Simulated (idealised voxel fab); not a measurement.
voxel wiring stack: a process module
Section shown: cut. Width: 295 nm. Cell size: 5 nm, square.
A cross-section is written here as square cells arranged in a grid, and it is given in bands from the top down, each band taking up one or more rows of cells. A band entry consists of two parts. The first gives the height of the band's top and the height of its bottom, in nm. The rest lists the band's materials from left to right, each with its width in nm. A single material labelled with the word "everywhere" fills the band from edge to edge, and the word "empty" marks empty space. A quick word on heights: they are counted from 0, and under that level the wafer as it came to us is one material throughout. The lowest band is different from the rest in having no bottom; it simply continues downward, written as in "0 and below". The notation "30..40" denotes a width that varies across the rows of cells in the band, beginning at the first number in the top row, finishing at the second number in the bottom row, and changing by an identical amount from each row to the next. Where the words "nothing altered" appear for a step, the cross-section shows no cell changed by that step; every cell remained as before. Entry "Unvented voids" = empty spaces >= 8 cells with no open way to the top; each as width x height at distance, distance from left edge, all nm. If you see something after the settings on a step's line, that's the simulator's own remark about that step. "overlay nm" denotes, for a step that has a mask, the displacement of the mask to the right of its planned place, with negative values corresponding to the left.
List of planned process steps:
- 1: RECEIVE,material Si
- 2: CONFORMAL_DEP,material SiO2,thk nm 15
- 3: CONFORMAL_DEP,material SiN,thk nm 5
- 4: DIRECTIONAL_DEP,material lowk,thk nm 15
- 5: PATTERN,tone open,mask id METAL_1,material resist,width nm 25,pitch nm 55,thk nm 15,overlay nm 0
- 6: DIRECTIONAL_ETCH,etch materials lowk,depth nm 15
- 7: DIRECTIONAL_ETCH,etch materials SiN,depth nm 5
- 8: STRIP,etch materials resist
- 9: CONFORMAL_DEP,material TiN,thk nm 5
- 10: FILL_DEP,material Cu,thk nm 10
- 11: CMP,height nm 35
- 12: CONFORMAL_DEP,material SiCN,thk nm 5
- 13: DIRECTIONAL_DEP,material lowk,thk nm 10
- 14: PATTERN,tone open,mask id PLUG_1,material resist,width nm 15,pitch nm 55,thk nm 20,overlay nm 0
- 15: DIRECTIONAL_ETCH,etch materials lowk,depth nm 10
- 16: DIRECTIONAL_ETCH,etch materials SiCN,depth nm 5
- 17: STRIP,etch materials resist
- 18: EPI,material Ru,thk nm 10
- 19: EPI,material Ru,thk nm 5
- 20: CONFORMAL_DEP,material SiCN,thk nm 5
- 21: DIRECTIONAL_DEP,material SiO2,thk nm 25
- 22: PATTERN,tone open,mask id METAL_2,material resist,width nm 25,pitch nm 55,thk nm 15,overlay nm 0
- 23: DIRECTIONAL_ETCH,etch materials SiO2,depth nm 25
- 24: DIRECTIONAL_ETCH,etch materials SiCN,depth nm 5
- 25: STRIP,etch materials resist
- 26: CONFORMAL_DEP,material TiN,thk nm 5
- 27: FILL_DEP,material Ru,thk nm 5
- 28: CMP,height nm 80
- 29: CONFORMAL_DEP,material SiCN,thk nm 5
- 30: DIRECTIONAL_DEP,material SiO2,thk nm 20
- 31: MASKED_ETCH,tone open,mask id PLUG_2,width nm 15,pitch nm 110,etch materials SiO2,depth nm 20,overlay nm 0
- 32: MASKED_ETCH,tone open,mask id PLUG_2,width nm 15,pitch nm 110,etch materials SiCN,depth nm 5,overlay nm 0
- 33: EPI,material Ru,thk nm 10
- 34: EPI,material Ru,thk nm 10
- 35: EPI,material Ru,thk nm 5
- 36: CONFORMAL_DEP,material SiCN,thk nm 5
- 37: DIRECTIONAL_DEP,material lowk,thk nm 20
- 38: MASKED_ETCH,tone open,mask id METAL_3,width nm 25,pitch nm 55,etch materials lowk,depth nm 20,overlay nm 0
- 39: MASKED_ETCH,tone open,mask id METAL_3,width nm 25,pitch nm 55,etch materials SiCN,depth nm 5,overlay nm 0
- 40: CONFORMAL_DEP,material TiN,thk nm 5
- 41: FILL_DEP,material W,thk nm 10
- 42: CMP,height nm 130
- 43: CONFORMAL_DEP,material SiCN,thk nm 5
- 44: DIRECTIONAL_DEP,material SiO2,thk nm 35
- 45: MASKED_ETCH,tone open,mask id METAL_4_HOLES,width nm 15,pitch nm 55,etch materials SiO2,depth nm 35,overlay nm 0
- 46: PATTERN,tone open,mask id METAL_4,material resist,width nm 25,pitch nm 55,thk nm 20,overlay nm 0
- 47: DIRECTIONAL_ETCH,etch materials SiO2,depth nm 20
- 48: DIRECTIONAL_ETCH,etch materials SiCN,depth nm 5
- 49: STRIP,etch materials resist
- 50: CONFORMAL_DEP,material TiN,thk nm 5
- 51: FILL_DEP,material Ru,thk nm 10
- 52: CMP,height nm 170
- 53: CONFORMAL_DEP,material SiCN,thk nm 5
Account of the first of two wafers, which was processed as intended:
Incoming wafer in cross-section (state: after step 1):
- 0 and below | Si everywhere
- Unvented voids: none
Sectional view: wafer, after step 2:
- 15 down to 0 | SiO2 everywhere
- Whatever lies below 0 is exactly as it was before.
Sectional view: wafer, after step 3:
- 20 down to 15 | SiN everywhere
- Whatever lies below 15 is exactly as it was before.
Sectional view: wafer, after step 4:
- 35 down to 20 | lowk everywhere
- Whatever lies below 20 is exactly as it was before.
Sectional view: wafer, after step 5:
- 50 down to 35 | resist (80), then empty (25), then resist (30), then empty (25), then resist (30), then empty (25), then resist (80)
- Whatever lies below 35 is exactly as it was before.
Sectional view: wafer, after step 6:
- 50 down to 35 | resist (80), then empty (25), then resist (30), then empty (25), then resist (30), then empty (25), then resist (80)
- 35 down to 20 | lowk (80), then empty (25), then lowk (30), then empty (25), then lowk (30), then empty (25), then lowk (80)
- Whatever lies below 20 is exactly as it was before.
Sectional view: wafer, after step 7:
- 50 down to 35 | resist (80), then empty (25), then resist (30), then empty (25), then resist (30), then empty (25), then resist (80)
- 35 down to 20 | lowk (80), then empty (25), then lowk (30), then empty (25), then lowk (30), then empty (25), then lowk (80)
- 20 down to 15 | SiN (80), then empty (25), then SiN (30), then empty (25), then SiN (30), then empty (25), then SiN (80)
- Whatever lies below 15 is exactly as it was before.
Sectional view: wafer, after step 8:
- 35 down to 20 | lowk (80), then empty (25), then lowk (30), then empty (25), then lowk (30), then empty (25), then lowk (80)
- Whatever lies below 20 is exactly as it was before.
Sectional view: wafer, after step 9:
- 40 down to 35 | TiN (85), then empty (15), then TiN (40), then empty (15), then TiN (40), then empty (15), then TiN (85)
- 35 down to 20 | lowk (80), then TiN (5), then empty (15), then TiN (5), then lowk (30), then TiN (5), then empty (15), then TiN (5), then lowk (30), then TiN (5), then empty (15), then TiN (5), then lowk (80)
- 20 down to 15 | SiN (80), then TiN (25), then SiN (30), then TiN (25), then SiN (30), then TiN (25), then SiN (80)
- Whatever lies below 15 is exactly as it was before.
Sectional view: wafer, after step 10:
- 50 down to 40 | Cu everywhere
- 40 down to 35 | TiN (85), then Cu (15), then TiN (40), then Cu (15), then TiN (40), then Cu (15), then TiN (85)
- 35 down to 20 | lowk (80), then TiN (5), then Cu (15), then TiN (5), then lowk (30), then TiN (5), then Cu (15), then TiN (5), then lowk (30), then TiN (5), then Cu (15), then TiN (5), then lowk (80)
- Whatever lies below 20 is exactly as it was before.
Sectional view: wafer, after step 11:
- 35 down to 20 | lowk (80), then TiN (5), then Cu (15), then TiN (5), then lowk (30), then TiN (5), then Cu (15), then TiN (5), then lowk (30), then TiN (5), then Cu (15), then TiN (5), then lowk (80)
- Whatever lies below 20 is exactly as it was before.
Sectional view: wafer, after step 12:
- 40 down to 35 | SiCN everywhere
- Whatever lies below 35 is exactly as it was before.
Sectional view: wafer, after step 13:
- 50 down to 40 | lowk everywhere
- Whatever lies below 40 is exactly as it was before.
Sectional view: wafer, after step 14:
- 70 down to 50 | resist (80), then empty (15), then resist (40), then empty (15), then resist (40), then empty (15), then resist (90)
- Whatever lies below 50 is exactly as it was before.
Sectional view: wafer, after step 15:
- 70 down to 50 | resist (80), then empty (15), then resist (40), then empty (15), then resist (40), then empty (15), then resist (90)
- 50 down to 40 | lowk (80), then empty (15), then lowk (40), then empty (15), then lowk (40), then empty (15), then lowk (90)
- Whatever lies below 40 is exactly as it was before.
Sectional view: wafer, after step 16:
- 70 down to 50 | resist (80), then empty (15), then resist (40), then empty (15), then resist (40), then empty (15), then resist (90)
- 50 down to 40 | lowk (80), then empty (15), then lowk (40), then empty (15), then lowk (40), then empty (15), then lowk (90)
- 40 down to 35 | SiCN (80), then empty (15), then SiCN (40), then empty (15), then SiCN (40), then empty (15), then SiCN (90)
- Whatever lies below 35 is exactly as it was before.
Sectional view: wafer, after step 17:
- 50 down to 40 | lowk (80), then empty (15), then lowk (40), then empty (15), then lowk (40), then empty (15), then lowk (90)
- Whatever lies below 40 is exactly as it was before.
Sectional view: wafer, after step 18:
- 50 down to 45 | lowk (80), then empty (15), then lowk (40), then empty (15), then lowk (40), then empty (15), then lowk (90)
- 45 down to 40 | lowk (80), then Ru (15), then lowk (40), then Ru (15), then lowk (40), then Ru (15), then lowk (90)
- 40 down to 35 | SiCN (80), then Ru (15), then SiCN (40), then Ru (15), then SiCN (40), then Ru (15), then SiCN (90)
- Whatever lies below 35 is exactly as it was before.
Sectional view: wafer, after step 19:
- 50 down to 40 | lowk (80), then Ru (15), then lowk (40), then Ru (15), then lowk (40), then Ru (15), then lowk (90)
- Whatever lies below 40 is exactly as it was before.
Sectional view: wafer, after step 20:
- 55 down to 50 | SiCN everywhere
- Whatever lies below 50 is exactly as it was before.
Sectional view: wafer, after step 21:
- 80 down to 55 | SiO2 everywhere
- Whatever lies below 55 is exactly as it was before.
Sectional view: wafer, after step 22:
- 95 down to 80 | resist (80), then empty (25), then resist (30), then empty (25), then resist (30), then empty (25), then resist (80)
- Whatever lies below 80 is exactly as it was before.
Sectional view: wafer, after step 23:
- 95 down to 80 | resist (80), then empty (25), then resist (30), then empty (25), then resist (30), then empty (25), then resist (80)
- 80 down to 55 | SiO2 (80), then empty (25), then SiO2 (30), then empty (25), then SiO2 (30), then empty (25), then SiO2 (80)
- Whatever lies below 55 is exactly as it was before.
Sectional view: wafer, after step 24:
- 95 down to 80 | resist (80), then empty (25), then resist (30), then empty (25), then resist (30), then empty (25), then resist (80)
- 80 down to 55 | SiO2 (80), then empty (25), then SiO2 (30), then empty (25), then SiO2 (30), then empty (25), then SiO2 (80)
- 55 down to 50 | SiCN (80), then empty (25), then SiCN (30), then empty (25), then SiCN (30), then empty (25), then SiCN (80)
- Whatever lies below 50 is exactly as it was before.
Sectional view: wafer, after step 25:
- 80 down to 55 | SiO2 (80), then empty (25), then SiO2 (30), then empty (25), then SiO2 (30), then empty (25), then SiO2 (80)
- Whatever lies below 55 is exactly as it was before.
Sectional view: wafer, after step 26:
- 85 down to 80 | TiN (85), then empty (15), then TiN (40), then empty (15), then TiN (40), then empty (15), then TiN (85)
- 80 down to 55 | SiO2 (80), then TiN (5), then empty (15), then TiN (5), then SiO2 (30), then TiN (5), then empty (15), then TiN (5), then SiO2 (30), then TiN (5), then empty (15), then TiN (5), then SiO2 (80)
- 55 down to 50 | SiCN (80), then TiN (25), then SiCN (30), then TiN (25), then SiCN (30), then TiN (25), then SiCN (80)
- Whatever lies below 50 is exactly as it was before.
Sectional view: wafer, after step 27:
- 90 down to 85 | Ru everywhere
- 85 down to 80 | TiN (85), then Ru (15), then TiN (40), then Ru (15), then TiN (40), then Ru (15), then TiN (85)
- 80 down to 55 | SiO2 (80), then TiN (5), then Ru (15), then TiN (5), then SiO2 (30), then TiN (5), then Ru (15), then TiN (5), then SiO2 (30), then TiN (5), then Ru (15), then TiN (5), then SiO2 (80)
- Whatever lies below 55 is exactly as it was before.
Sectional view: wafer, after step 28:
- 80 down to 55 | SiO2 (80), then TiN (5), then Ru (15), then TiN (5), then SiO2 (30), then TiN (5), then Ru (15), then TiN (5), then SiO2 (30), then TiN (5), then Ru (15), then TiN (5), then SiO2 (80)
- Whatever lies below 55 is exactly as it was before.
Sectional view: wafer, after step 29:
- 85 down to 80 | SiCN everywhere
- Whatever lies below 80 is exactly as it was before.
Sectional view: wafer, after step 30:
- 105 down to 85 | SiO2 everywhere
- Whatever lies below 85 is exactly as it was before.
Sectional view: wafer, after step 31:
- 105 down to 85 | SiO2 (80), then empty (15), then SiO2 (95), then empty (15), then SiO2 (90)
- Whatever lies below 85 is exactly as it was before.
Sectional view: wafer, after step 32:
- 105 down to 85 | SiO2 (80), then empty (15), then SiO2 (95), then empty (15), then SiO2 (90)
- 85 down to 80 | SiCN (80), then empty (15), then SiCN (95), then empty (15), then SiCN (90)
- Whatever lies below 80 is exactly as it was before.
Sectional view: wafer, after step 33:
- 105 down to 90 | SiO2 (80), then empty (15), then SiO2 (95), then empty (15), then SiO2 (90)
- 90 down to 85 | SiO2 (80), then Ru (15), then SiO2 (95), then Ru (15), then SiO2 (90)
- 85 down to 80 | SiCN (80), then Ru (15), then SiCN (95), then Ru (15), then SiCN (90)
- Whatever lies below 80 is exactly as it was before.
Sectional view: wafer, after step 34:
- 105 down to 100 | SiO2 (80), then empty (15), then SiO2 (95), then empty (15), then SiO2 (90)
- 100 down to 85 | SiO2 (80), then Ru (15), then SiO2 (95), then Ru (15), then SiO2 (90)
- Whatever lies below 85 is exactly as it was before.
Sectional view: wafer, after step 35:
- 105 down to 85 | SiO2 (80), then Ru (15), then SiO2 (95), then Ru (15), then SiO2 (90)
- Whatever lies below 85 is exactly as it was before.
Sectional view: wafer, after step 36:
- 110 down to 105 | SiCN everywhere
- Whatever lies below 105 is exactly as it was before.
Sectional view: wafer, after step 37:
- 130 down to 110 | lowk everywhere
- Whatever lies below 110 is exactly as it was before.
Sectional view: wafer, after step 38:
- 130 down to 110 | lowk (80), then empty (25), then lowk (30), then empty (25), then lowk (30), then empty (25), then lowk (80)
- Whatever lies below 110 is exactly as it was before.
Sectional view: wafer, after step 39:
- 130 down to 110 | lowk (80), then empty (25), then lowk (30), then empty (25), then lowk (30), then empty (25), then lowk (80)
- 110 down to 105 | SiCN (80), then empty (25), then SiCN (30), then empty (25), then SiCN (30), then empty (25), then SiCN (80)
- Whatever lies below 105 is exactly as it was before.
Sectional view: wafer, after step 40:
- 135 down to 130 | TiN (85), then empty (15), then TiN (40), then empty (15), then TiN (40), then empty (15), then TiN (85)
- 130 down to 110 | lowk (80), then TiN (5), then empty (15), then TiN (5), then lowk (30), then TiN (5), then empty (15), then TiN (5), then lowk (30), then TiN (5), then empty (15), then TiN (5), then lowk (80)
- 110 down to 105 | SiCN (80), then TiN (25), then SiCN (30), then TiN (25), then SiCN (30), then TiN (25), then SiCN (80)
- Whatever lies below 105 is exactly as it was before.
Sectional view: wafer, after step 41:
- 145 down to 135 | W everywhere
- 135 down to 130 | TiN (85), then W (15), then TiN (40), then W (15), then TiN (40), then W (15), then TiN (85)
- 130 down to 110 | lowk (80), then TiN (5), then W (15), then TiN (5), then lowk (30), then TiN (5), then W (15), then TiN (5), then lowk (30), then TiN (5), then W (15), then TiN (5), then lowk (80)
- Whatever lies below 110 is exactly as it was before.
Sectional view: wafer, after step 42:
- 130 down to 110 | lowk (80), then TiN (5), then W (15), then TiN (5), then lowk (30), then TiN (5), then W (15), then TiN (5), then lowk (30), then TiN (5), then W (15), then TiN (5), then lowk (80)
- Whatever lies below 110 is exactly as it was before.
Sectional view: wafer, after step 43:
- 135 down to 130 | SiCN everywhere
- Whatever lies below 130 is exactly as it was before.
Sectional view: wafer, after step 44:
- 170 down to 135 | SiO2 everywhere
- Whatever lies below 135 is exactly as it was before.
Sectional view: wafer, after step 45:
- 170 down to 135 | SiO2 (80), then empty (15), then SiO2 (40), then empty (15), then SiO2 (40), then empty (15), then SiO2 (90)
- Whatever lies below 135 is exactly as it was before.
Sectional view: wafer, after step 46:
- 190 down to 170 | resist (80), then empty (25), then resist (30), then empty (25), then resist (30), then empty (25), then resist (80)
- Whatever lies below 170 is exactly as it was before.
Sectional view: wafer, after step 47:
- 190 down to 170 | resist (80), then empty (25), then resist (30), then empty (25), then resist (30), then empty (25), then resist (80)
- 170 down to 150 | SiO2 (80), then empty (25), then SiO2 (30), then empty (25), then SiO2 (30), then empty (25), then SiO2 (80)
- Whatever lies below 150 is exactly as it was before.
Sectional view: wafer, after step 48:
- 190 down to 170 | resist (80), then empty (25), then resist (30), then empty (25), then resist (30), then empty (25), then resist (80)
- 170 down to 150 | SiO2 (80), then empty (25), then SiO2 (30), then empty (25), then SiO2 (30), then empty (25), then SiO2 (80)
- 150 down to 135 | SiO2 (80), then empty (15), then SiO2 (40), then empty (15), then SiO2 (40), then empty (15), then SiO2 (90)
- 135 down to 130 | SiCN (80), then empty (15), then SiCN (40), then empty (15), then SiCN (40), then empty (15), then SiCN (90)
- Whatever lies below 130 is exactly as it was before.
Sectional view: wafer, after step 49:
- 170 down to 150 | SiO2 (80), then empty (25), then SiO2 (30), then empty (25), then SiO2 (30), then empty (25), then SiO2 (80)
- Whatever lies below 150 is exactly as it was before.
Sectional view: wafer, after step 50:
- 175 down to 170 | TiN (85), then empty (15), then TiN (40), then empty (15), then TiN (40), then empty (15), then TiN (85)
- 170 down to 155 | SiO2 (80), then TiN (5), then empty (15), then TiN (5), then SiO2 (30), then TiN (5), then empty (15), then TiN (5), then SiO2 (30), then TiN (5), then empty (15), then TiN (5), then SiO2 (80)
- 155 down to 150 | SiO2 (80), then TiN (5), then empty (5), then TiN (15), then SiO2 (30), then TiN (5), then empty (5), then TiN (15), then SiO2 (30), then TiN (5), then empty (5), then TiN (15), then SiO2 (80)
- 150 down to 135 | SiO2 (80), then TiN (5), then empty (5), then TiN (5), then SiO2 (40), then TiN (5), then empty (5), then TiN (5), then SiO2 (40), then TiN (5), then empty (5), then TiN (5), then SiO2 (90)
- 135 down to 130 | SiCN (80), then TiN (15), then SiCN (40), then TiN (15), then SiCN (40), then TiN (15), then SiCN (90)
- Whatever lies below 130 is exactly as it was before.
Sectional view: wafer, after step 51:
- 185 down to 175 | Ru everywhere
- 175 down to 170 | TiN (85), then Ru (15), then TiN (40), then Ru (15), then TiN (40), then Ru (15), then TiN (85)
- 170 down to 155 | SiO2 (80), then TiN (5), then Ru (15), then TiN (5), then SiO2 (30), then TiN (5), then Ru (15), then TiN (5), then SiO2 (30), then TiN (5), then Ru (15), then TiN (5), then SiO2 (80)
- 155 down to 150 | SiO2 (80), then TiN (5), then Ru (5), then TiN (15), then SiO2 (30), then TiN (5), then Ru (5), then TiN (15), then SiO2 (30), then TiN (5), then Ru (5), then TiN (15), then SiO2 (80)
- 150 down to 135 | SiO2 (80), then TiN (5), then Ru (5), then TiN (5), then SiO2 (40), then TiN (5), then Ru (5), then TiN (5), then SiO2 (40), then TiN (5), then Ru (5), then TiN (5), then SiO2 (90)
- Whatever lies below 135 is exactly as it was before.
Sectional view: wafer, after step 52:
- 170 down to 155 | SiO2 (80), then TiN (5), then Ru (15), then TiN (5), then SiO2 (30), then TiN (5), then Ru (15), then TiN (5), then SiO2 (30), then TiN (5), then Ru (15), then TiN (5), then SiO2 (80)
- Whatever lies below 155 is exactly as it was before.
Sectional view: wafer, after step 53:
- 175 down to 170 | SiCN everywhere
- Whatever lies below 170 is exactly as it was before.
Second wafer - shared start and plan with the first - one error in running - same as the first up to step 39 inclusive:
Second wafer at the planned finish of step 40, seen in cross-section:
- 135 down to 130 | SiO2 (85), then empty (15), then SiO2 (40), then empty (15), then SiO2 (40), then empty (15), then SiO2 (85)
- 130 down to 110 | lowk (80), then SiO2 (5), then empty (15), then SiO2 (5), then lowk (30), then SiO2 (5), then empty (15), then SiO2 (5), then lowk (30), then SiO2 (5), then empty (15), then SiO2 (5), then lowk (80)
- 110 down to 105 | SiCN (80), then SiO2 (25), then SiCN (30), then SiO2 (25), then SiCN (30), then SiO2 (25), then SiCN (80)
- Whatever lies below 105 is exactly as it was before.
Second wafer at the planned finish of step 41, seen in cross-section:
- 145 down to 135 | W everywhere
- 135 down to 130 | SiO2 (85), then W (15), then SiO2 (40), then W (15), then SiO2 (40), then W (15), then SiO2 (85)
- 130 down to 110 | lowk (80), then SiO2 (5), then W (15), then SiO2 (5), then lowk (30), then SiO2 (5), then W (15), then SiO2 (5), then lowk (30), then SiO2 (5), then W (15), then SiO2 (5), then lowk (80)
- Whatever lies below 110 is exactly as it was before.
Second wafer at the planned finish of step 42, seen in cross-section:
- 130 down to 110 | lowk (80), then SiO2 (5), then W (15), then SiO2 (5), then lowk (30), then SiO2 (5), then W (15), then SiO2 (5), then lowk (30), then SiO2 (5), then W (15), then SiO2 (5), then lowk (80)
- Whatever lies below 110 is exactly as it was before.
Second wafer at the planned finish of step 43, seen in cross-section:
- 135 down to 130 | SiCN everywhere
- Whatever lies below 130 is exactly as it was before.
Second wafer at the planned finish of step 44, seen in cross-section:
- 170 down to 135 | SiO2 everywhere
- Whatever lies below 135 is exactly as it was before.
Second wafer at the planned finish of step 45, seen in cross-section:
- 170 down to 135 | SiO2 (80), then empty (15), then SiO2 (40), then empty (15), then SiO2 (40), then empty (15), then SiO2 (90)
- Whatever lies below 135 is exactly as it was before.
Second wafer at the planned finish of step 46, seen in cross-section:
- 190 down to 170 | resist (80), then empty (25), then resist (30), then empty (25), then resist (30), then empty (25), then resist (80)
- Whatever lies below 170 is exactly as it was before.
Second wafer at the planned finish of step 47, seen in cross-section:
- 190 down to 170 | resist (80), then empty (25), then resist (30), then empty (25), then resist (30), then empty (25), then resist (80)
- 170 down to 150 | SiO2 (80), then empty (25), then SiO2 (30), then empty (25), then SiO2 (30), then empty (25), then SiO2 (80)
- Whatever lies below 150 is exactly as it was before.
Second wafer at the planned finish of step 48, seen in cross-section:
- 190 down to 170 | resist (80), then empty (25), then resist (30), then empty (25), then resist (30), then empty (25), then resist (80)
- 170 down to 150 | SiO2 (80), then empty (25), then SiO2 (30), then empty (25), then SiO2 (30), then empty (25), then SiO2 (80)
- 150 down to 135 | SiO2 (80), then empty (15), then SiO2 (40), then empty (15), then SiO2 (40), then empty (15), then SiO2 (90)
- 135 down to 130 | SiCN (80), then empty (15), then SiCN (40), then empty (15), then SiCN (40), then empty (15), then SiCN (90)
- Whatever lies below 130 is exactly as it was before.
Second wafer at the planned finish of step 49, seen in cross-section:
- 170 down to 150 | SiO2 (80), then empty (25), then SiO2 (30), then empty (25), then SiO2 (30), then empty (25), then SiO2 (80)
- Whatever lies below 150 is exactly as it was before.
Second wafer at the planned finish of step 50, seen in cross-section:
- 175 down to 170 | TiN (85), then empty (15), then TiN (40), then empty (15), then TiN (40), then empty (15), then TiN (85)
- 170 down to 155 | SiO2 (80), then TiN (5), then empty (15), then TiN (5), then SiO2 (30), then TiN (5), then empty (15), then TiN (5), then SiO2 (30), then TiN (5), then empty (15), then TiN (5), then SiO2 (80)
- 155 down to 150 | SiO2 (80), then TiN (5), then empty (5), then TiN (15), then SiO2 (30), then TiN (5), then empty (5), then TiN (15), then SiO2 (30), then TiN (5), then empty (5), then TiN (15), then SiO2 (80)
- 150 down to 135 | SiO2 (80), then TiN (5), then empty (5), then TiN (5), then SiO2 (40), then TiN (5), then empty (5), then TiN (5), then SiO2 (40), then TiN (5), then empty (5), then TiN (5), then SiO2 (90)
- 135 down to 130 | SiCN (80), then TiN (15), then SiCN (40), then TiN (15), then SiCN (40), then TiN (15), then SiCN (90)
- Whatever lies below 130 is exactly as it was before.
Second wafer at the planned finish of step 51, seen in cross-section:
- 185 down to 175 | Ru everywhere
- 175 down to 170 | TiN (85), then Ru (15), then TiN (40), then Ru (15), then TiN (40), then Ru (15), then TiN (85)
- 170 down to 155 | SiO2 (80), then TiN (5), then Ru (15), then TiN (5), then SiO2 (30), then TiN (5), then Ru (15), then TiN (5), then SiO2 (30), then TiN (5), then Ru (15), then TiN (5), then SiO2 (80)
- 155 down to 150 | SiO2 (80), then TiN (5), then Ru (5), then TiN (15), then SiO2 (30), then TiN (5), then Ru (5), then TiN (15), then SiO2 (30), then TiN (5), then Ru (5), then TiN (15), then SiO2 (80)
- 150 down to 135 | SiO2 (80), then TiN (5), then Ru (5), then TiN (5), then SiO2 (40), then TiN (5), then Ru (5), then TiN (5), then SiO2 (40), then TiN (5), then Ru (5), then TiN (5), then SiO2 (90)
- Whatever lies below 135 is exactly as it was before.
Second wafer at the planned finish of step 52, seen in cross-section:
- 170 down to 155 | SiO2 (80), then TiN (5), then Ru (15), then TiN (5), then SiO2 (30), then TiN (5), then Ru (15), then TiN (5), then SiO2 (30), then TiN (5), then Ru (15), then TiN (5), then SiO2 (80)
- Whatever lies below 155 is exactly as it was before.
Second wafer at the planned finish of step 53, seen in cross-section:
- 175 down to 170 | SiCN everywhere
- Whatever lies below 170 is exactly as it was before.
Where did the run depart from the plan? in deviation from the planned setting, step 40 was conducted as CONFORMAL_DEP,material SiO2,thk nm 5
Upon completion, the second wafer contains, in terms of cells, a greater or smaller amount of certain materials than the first wafer: SiO2: 39 more, TiN: 39 fewer
